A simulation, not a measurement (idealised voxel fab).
The document below concerns the process module designated voxel gate over fins.
Xsec cut, 285 nm wide, square cell size 5 nm.
Bands, listed from the top down, are how a cross-section gets written in this document; the cross-section itself is a grid of square cells, and a band is one or more rows of them.
Read a band's entry like this: the first values are the height of its top and the height of its bottom in nm, and what follows is the sequence of materials from left to right, each with its width in nm. Note that "empty" is empty space, and that a single material marked "full width" reaches across the band from edge to edge.
It should be noted that heights are counted from 0, beneath which the wafer as supplied is of one material throughout, and that the lowest band possesses no lower boundary but continues downward, as written in "from 0 down".
Width spec "30->40" -> top row of cells at first value, bottom row at second value, equal per-row change in between.
Given "remained the same" for a step, no cell of the cross-section differs between before and after that step.
So "Trapped cavities" is basically the list of trapped voids: any empty space of 8 cells or more that can't reach the top through an opening. They're written width x height at distance, the distance being from the left edge, and it's all nm.
That trailing text on a step's line, after the settings, is the simulator's own remark on the step.
When a step includes a mask, the "overlay nm" setting on its line states how far to the right of its planned place that mask lay, and negative values state how far to the left.

## Set out below are the planned steps of the process
- 1: RECEIVE (material Si)
- 2: CONFORMAL_DEP (material SiN; thk nm 10)
- 3: MASKED_ETCH (tone cover; mask id FINS; width nm 15; pitch nm 40; etch materials SiN; depth nm 10; overlay nm 0)
- 4: MASKED_ETCH (tone cover; mask id FINS; width nm 15; pitch nm 40; etch materials Si; depth nm 40; overlay nm 0)
- 5: OXIDIZE (depth nm 5)
- 6: FILL_DEP (material SiO2; thk nm 10)
- 7: CMP (height nm 10)
- 8: SELECTIVE_ETCH (etch materials SiO2; depth nm 25)
- 9: STRIP (etch materials SiN)
- 10: CONFORMAL_DEP (material HfO2; thk nm 5)
- 11: CONFORMAL_DEP (material TiN; thk nm 5)
- 12: FILL_DEP (material W; thk nm 15)
- 13: CMP (height nm 20)
- 14: CONFORMAL_DEP (material SiN; thk nm 5)

## Cross-section of the wafer at receipt, which is the condition after step 1
    from 0 down  Si full width
    Trapped cavities: none

## First of two wafers, end-of-module section, run followed plan
    from 25 to 20  SiN full width
    from 20 to 10  W full width
    from 10 to 5  W=70; TiN=25; W=15; TiN=25; W=15; TiN=25; W=15; TiN=25; W=70
    from 5 to 0  W=70; TiN=5; HfO2=15; TiN=5; W=15; TiN=5; HfO2=15; TiN=5; W=15; TiN=5; HfO2=15; TiN=5; W=15; TiN=5; HfO2=15; TiN=5; W=70
    from 0 to -5  W=70; TiN=5; HfO2=5; Si=5; HfO2=5; TiN=5; W=15; TiN=5; HfO2=5; Si=5; HfO2=5; TiN=5; W=15; TiN=5; HfO2=5; Si=5; HfO2=5; TiN=5; W=15; TiN=5; HfO2=5; Si=5; HfO2=5; TiN=5; W=70
    from -5 to -10  TiN=75; HfO2=5; Si=5; HfO2=5; TiN=25; HfO2=5; Si=5; HfO2=5; TiN=25; HfO2=5; Si=5; HfO2=5; TiN=25; HfO2=5; Si=5; HfO2=5; TiN=75
    from -10 to -15  HfO2=80; Si=5; HfO2=35; Si=5; HfO2=35; Si=5; HfO2=35; Si=5; HfO2=80
    from -15 to -45  SiO2=80; Si=5; SiO2=35; Si=5; SiO2=35; Si=5; SiO2=35; Si=5; SiO2=80
    from -45 down  Si full width
    Trapped cavities: none

## Here's the second of our two wafers sectioned at module end. Same start as the first, same plan, but one mistake got made running it
    from 25 to 20  SiN full width
    from 20 to 15  W=65; TiN=35; W=5; TiN=35; W=5; TiN=35; W=5; TiN=35; W=65
    from 15 to 10  W=65; TiN=5; HfO2=25; TiN=5; W=5; TiN=5; HfO2=25; TiN=5; W=5; TiN=5; HfO2=25; TiN=5; W=5; TiN=5; HfO2=25; TiN=5; W=65
    from 10 to 0  W=65; TiN=5; HfO2=5; SiN=15; HfO2=5; TiN=5; W=5; TiN=5; HfO2=5; SiN=15; HfO2=5; TiN=5; W=5; TiN=5; HfO2=5; SiN=15; HfO2=5; TiN=5; W=5; TiN=5; HfO2=5; SiN=15; HfO2=5; TiN=5; W=65
    from 0 to -10  W=65; TiN=5->10; HfO2=10->5; Si=5; HfO2=10->5; TiN=5->10; W=5; TiN=5->10; HfO2=10->5; Si=5; HfO2=10->5; TiN=5->10; W=5; TiN=5->10; HfO2=10->5; Si=5; HfO2=10->5; TiN=5->10; W=5; TiN=5->10; HfO2=10->5; Si=5; HfO2=10->5; TiN=5->10; W=65
    from -10 to -15  W=70; TiN=5; HfO2=5; Si=5; HfO2=5; TiN=5; W=15; TiN=5; HfO2=5; Si=5; HfO2=5; TiN=5; W=15; TiN=5; HfO2=5; Si=5; HfO2=5; TiN=5; W=15; TiN=5; HfO2=5; Si=5; HfO2=5; TiN=5; W=70
    from -15 to -30  W=70; TiN=5; HfO2=5; Si=5; HfO2=5; TiN=5; W=5; empty=5; W=5; TiN=5; HfO2=5; Si=5; HfO2=5; TiN=5; W=5; empty=5; W=5; TiN=5; HfO2=5; Si=5; HfO2=5; TiN=5; W=5; empty=5; W=5; TiN=5; HfO2=5; Si=5; HfO2=5; TiN=5; W=70
    from -30 to -35  W=70; TiN=5; HfO2=5; Si=5; HfO2=5; TiN=5; W=15; TiN=5; HfO2=5; Si=5; HfO2=5; TiN=5; W=15; TiN=5; HfO2=5; Si=5; HfO2=5; TiN=5; W=15; TiN=5; HfO2=5; Si=5; HfO2=5; TiN=5; W=70
    from -35 to -40  TiN=75; HfO2=5; Si=5; HfO2=5; TiN=25; HfO2=5; Si=5; HfO2=5; TiN=25; HfO2=5; Si=5; HfO2=5; TiN=25; HfO2=5; Si=5; HfO2=5; TiN=75
    from -40 to -45  HfO2=80; Si=5; HfO2=35; Si=5; HfO2=35; Si=5; HfO2=35; Si=5; HfO2=80
    from -45 down  Si full width
    Trapped cavities: none
Run error: step 9 was processed under conditions differing from the plan, specifically as STRIP (etch materials SiO2)
At the finish, the second wafer shows more or fewer cells for some materials than the first does: HfO2 +80, SiN +24, SiO2 -318, TiN +80, W +125
